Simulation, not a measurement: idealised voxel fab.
Herein follows the process module entitled voxel released beams.
The cross-section on display is named cut; it measures 265 nm wide, and its cells are 5 nm squares.
Notation: cross-section as square-cell grid; stated in bands, top first, going down; one or more cell rows per band. It is stipulated that each band's entry specify, in nanometres, the height of the top of the band and then that of its bottom, followed by the materials of the band in left-to-right sequence, each together with its width in nanometres. A single material marked by the word "throughout" is understood to fill the band from edge to edge; the word "blank" is understood to denote empty space. Counting heights begins at 0, where everything beneath is, in the wafer as received, one material. The lowest band has no bottom; it goes on downwards, as "0 -> down" shows. Think of "30..40" as a width that walks from the first number to the second as you go down the band, top row to bottom row, taking equal-sized steps from row to row. "nothing got changed" -> step changed no cross-section cell. The list in "Sealed internal cavities" covers empty spaces of 8 cells or more that cannot reach the top through any open way, and it gives each as width x height at distance; the distance is from the left edge, and width, height and distance are in nm. Text after the settings on a step's line: the simulator's own remark on that step. overlay nm: mask offset rightward from planned place, masked step; negative means leftward offset.

# Process steps - plan
step 1: RECEIVE,material Si
step 2: CONFORMAL_DEP,material SiN,thk nm 10
step 3: DIRECTIONAL_DEP,material SiO2,thk nm 15
step 4: DIRECTIONAL_DEP,material aC,thk nm 15
step 5: PATTERN,tone open,mask id ANCHOR,material resist,width nm 15,thk nm 35,overlay nm 0
step 6: DIRECTIONAL_ETCH,etch materials aC,depth nm 15
step 7: STRIP,etch materials resist
step 8: DIRECTIONAL_ETCH,etch materials SiO2,depth nm 15
step 9: STRIP,etch materials aC
step 10: CONFORMAL_DEP,material polySi,thk nm 10
step 11: PATTERN,tone cover,mask id BEAM,material resist,width nm 70,thk nm 20,overlay nm 0
step 12: DIRECTIONAL_ETCH,etch materials polySi,depth nm 10
step 13: STRIP,etch materials resist
step 14: STRIP,etch materials SiO2
The value of width nm given for step 5 in the plan refers to the first wafer; the wafers vary in this setting and are alike at the start.

# First wafer of several, as received: cross-section after step 1
0 -> down | Si throughout
Sealed internal cavities: none

# First of several wafers, sectioned at end of module (last step: step 14)
35 -> 25 | blank 95 | polySi 70 | blank 100
25 -> 10 | blank 105 | polySi 15 | blank 145
10 -> 0 | SiN throughout
0 -> down | Si throughout
Sealed internal cavities: none

# The final wafer, sectioned at module end
35 -> 25 | blank 95 | polySi 10 | blank 20 | polySi 40 | blank 100
25 -> 20 | blank 95 | polySi 10 | blank 20 | polySi 10 | blank 130
20 -> 10 | blank 95 | polySi 40 | blank 130
10 -> 0 | SiN throughout
0 -> down | Si throughout
Sealed internal cavities: none

# Quick key for the table: a row per wafer, taken at the end of the module. For each material it tells you how many cells the wafer gained (+) or lost (-) since it came in, and the closed voids come after
width nm 15; +106 SiN; +37 polySi; Sealed internal cavities: none
width nm 20; +106 SiN; +40 polySi; Sealed internal cavities: none
width nm 25; +106 SiN; +40 polySi; Sealed internal cavities: none
width nm 30; +106 SiN; +40 polySi; Sealed internal cavities: none
width nm 35; +106 SiN; +40 polySi; Sealed internal cavities: none
width nm 40; +106 SiN; +40 polySi; Sealed internal cavities: none
